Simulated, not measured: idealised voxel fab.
Process module, titled voxel ribs on slabs
265 nm wide, 5 nm square cells: that's cross-section cut.
Cross-section = grid of square cells, listed top down in bands; band = one or more rows. Band: top and bottom heights (nm) first, top before bottom; then materials from left to right, widths in nm. "edge to edge" marks a sole material filling the band edge to edge. "blank" denotes empty space. Beneath 0, the wafer as received is one material, and that level is where height counting begins. The lowest band goes on downward without a bottom; it is written like "0..down". A two-number width, for instance "30->40", indicates that the width is equal to the first number in the top row of the band and to the second number in the bottom row, and that it changes by a constant amount per row of cells. Any step labelled "all unchanged" changed none of the cells in the cross-section. Reported under the label "Enclosed voids" are the empty spaces having no open way to the top and comprising 8 cells or more; the notation for each is width x height at distance, in which the distance is measured from the left edge and all three values are in nm. If you see something after the settings on a step's line, that's the simulator's own remark about that step. If you see "overlay nm" on a step's line and that step has a mask, it's telling you how far right of where it was planned the mask ended up; a negative number means it went left instead.
**plan**
step 1: RECEIVE with material Si
step 2: DIRECTIONAL_DEP with material SiO2, thk nm 30
step 3: DIRECTIONAL_DEP with material SiN, thk nm 25
step 4: PATTERN with tone cover, mask id RIB, material resist, width nm 20, thk nm 15, overlay nm -15
step 5: DIRECTIONAL_ETCH with etch materials SiN, depth nm 15
step 6: STRIP with etch materials resist
step 7: PATTERN with tone cover, mask id SLAB, material resist, width nm 70, thk nm 20, overlay nm 0
step 8: DIRECTIONAL_ETCH with etch materials SiN, depth nm 10
step 9: STRIP with etch materials resist
step 10: FILL_DEP with material SiO2, thk nm 15
step 11: CMP with height nm 65
step 12: DIRECTIONAL_DEP with material W, thk nm 5
step 13: PATTERN with tone cover, mask id HEATER, material resist, width nm 30, thk nm 15, overlay nm 0
step 14: DIRECTIONAL_ETCH with etch materials W, depth nm 5
step 15: STRIP with etch materials resist
step 16: CONFORMAL_DEP with material SiO2, thk nm 10
Split variable: overlay nm, step 4. Plan value = first wafer. Wafers start alike.
**Cross-section: the first of several wafers in its as-received state, i.e. following step 1**
  0..down | Si edge to edge
  Enclosed voids: none
**Every row in this table is a wafer at the end of the module, and it gives, for each of the materials, the cells that wafer has gained (+) or lost (-) since it was received, then its closed voids**
overlay nm -15 | +40 SiN | +759 SiO2 | +6 W | Enclosed voids: none
overlay nm -10 | +40 SiN | +759 SiO2 | +6 W | Enclosed voids: none
overlay nm -5 | +40 SiN | +759 SiO2 | +6 W | Enclosed voids: none
overlay nm 0 | +40 SiN | +759 SiO2 | +6 W | Enclosed voids: none
overlay nm 5 | +40 SiN | +759 SiO2 | +6 W | Enclosed voids: none
overlay nm 10 | +40 SiN | +759 SiO2 | +6 W | Enclosed voids: none
overlay nm 15 | +40 SiN | +759 SiO2 | +6 W | Enclosed voids: none
